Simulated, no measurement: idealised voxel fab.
process module | voxel tone inversion
cross-section cut | 300 nm wide | cells 5 nm
A cross-section is a grid of square cells, given in bands from the top down. A band is one or more rows of cells.
Each band's line starts with the height of the band's top and of its bottom, in nm. Then come its materials from left to right, each with its width in nm. One material with "throughout" fills the band from edge to edge. "air" is empty space.
Height 0 is the level under which the wafer as received is all one material. The lowest band goes on downwards, as in "0 down".
A width such as "30 to 40" changes by the same amount from each row of cells to the next, from the band's top row to its bottom row.
"no change" after a step means that no cell of the cross-section changed.
closed voids: empty space of 8 cells or more with no open way to the top, each as width x height at its distance from the left edge, in nm
after a step's settings: what the simulator itself notes on the step
overlay nm, on a step with a mask: how far to the right of its planned place the mask lay; to the left if negative
plan
1 op RECEIVE | material Si
2 op CONFORMAL_DEP | material SiCN | thk nm 5
3 op DIRECTIONAL_DEP | material polySi | thk nm 15
4 op PATTERN | tone cover | mask id POSTS | material resist | width nm 20 | pitch nm 40 | thk nm 25 | overlay nm 0
5 op DIRECTIONAL_ETCH | etch materials polySi | depth nm 15
6 op STRIP | etch materials resist
7 op FILL_DEP | material SiO2 | thk nm 5
8 op CMP | height nm 20
9 op STRIP | etch materials polySi
as received, after step 1
  0 down: Si throughout
  closed voids: none
a wafer at the end: this start, this plan, one mistake
  10 to 5: SiO2 120 | air 20 | SiO2 20 | air 20 | SiO2 120
  5 to 0: SiCN throughout
  0 down: Si throughout
  closed voids: none
what went wrong: step 8 ran as: op CMP | height nm 10
